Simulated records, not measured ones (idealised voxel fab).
Title: Process Module voxel gate over fins
In the cross-section labelled cut, the width is 300 nm and each square cell is 5 nm.
Cross-sections here: square-cell grids, written as top-down lists of bands, a band being one or more rows of cells. The entry gives the band's vertical extent as a top height and a bottom height in nm, then its horizontal make-up as materials from left to right, each with a width in nm. "empty" stands for empty space; a single material marked "full width" fills the band edge to edge. Heights from 0 (as-received wafer is one material below). Bottom band endless downward, as "z 0 and below". A width such as "30..40" changes by the same amount from each row of cells to the next, from the band's top row to its bottom row. "everything unchanged" means the step left every cell of the cross-section as it was. The entry titled "Closed-off voids" provides the empty spaces that have no open way to the top, restricted to those of 8 cells or more. Each is presented as width x height at distance, the distance being measured from the left edge, with all three in nm. Past the settings on a step's line: simulator remark, on that step. On any step carrying a mask, the "overlay nm" setting, if present on the step's line, tells how far right of its planned place the mask lay; negative values point to the left.
# The planned process steps are enumerated hereunder
1. RECEIVE,material Si
2. CONFORMAL_DEP,material SiN,thk nm 10
3. PATTERN,tone cover,mask id FINS,material resist,width nm 15,pitch nm 45,thk nm 20,overlay nm 0
4. DIRECTIONAL_ETCH,etch materials SiN,depth nm 10
5. DIRECTIONAL_ETCH,etch materials Si,depth nm 40
6. STRIP,etch materials resist
7. OXIDIZE,depth nm 5
8. FILL_DEP,material SiO2,thk nm 5
9. CMP,height nm 10
10. SELECTIVE_ETCH,etch materials SiO2,depth nm 20
11. STRIP,etch materials SiN
12. CONFORMAL_DEP,material HfO2,thk nm 5
13. CONFORMAL_DEP,material TiN,thk nm 5
14. CONFORMAL_DEP,material TiAl,thk nm 5
15. CONFORMAL_DEP,material TiN,thk nm 5
16. FILL_DEP,material W,thk nm 10
17. CMP,height nm 25
18. CONFORMAL_DEP,material SiN,thk nm 5
# Cross-sectional view of the wafer in its as-received condition, corresponding to the state after step 1
	z 0 and below  Si full width
	Closed-off voids: none
# One mistake in running the module, otherwise start and plan as above: cross-section at the end
	z 30 to 25  SiN full width
	z 25 to 15  W full width
	z 15 to 10  W: 110, TiN: 35, W: 10, TiN: 35, W: 110
	z 10 to 5  W: 110, TiN: 5, TiAl: 25, TiN: 5, W: 10, TiN: 5, TiAl: 25, TiN: 5, W: 110
	z 5 to 0  TiN: 115, TiAl: 5, TiN: 15, TiAl: 5, TiN: 20, TiAl: 5, TiN: 15, TiAl: 5, TiN: 115
	z 0 to -5  TiAl: 120, TiN: 5, Si: 5, TiN: 5, TiAl: 30, TiN: 5, Si: 5, TiN: 5, TiAl: 120
	z -5 to -10  TiN: 125, Si: 5, TiN: 40, Si: 5, TiN: 125
	z -10 to -45  SiO2: 125, Si: 5, SiO2: 40, Si: 5, SiO2: 125
	z -45 and below  Si full width
	Closed-off voids: none
Misprocessing identified: step 12 from the plan never happened, it was just skipped
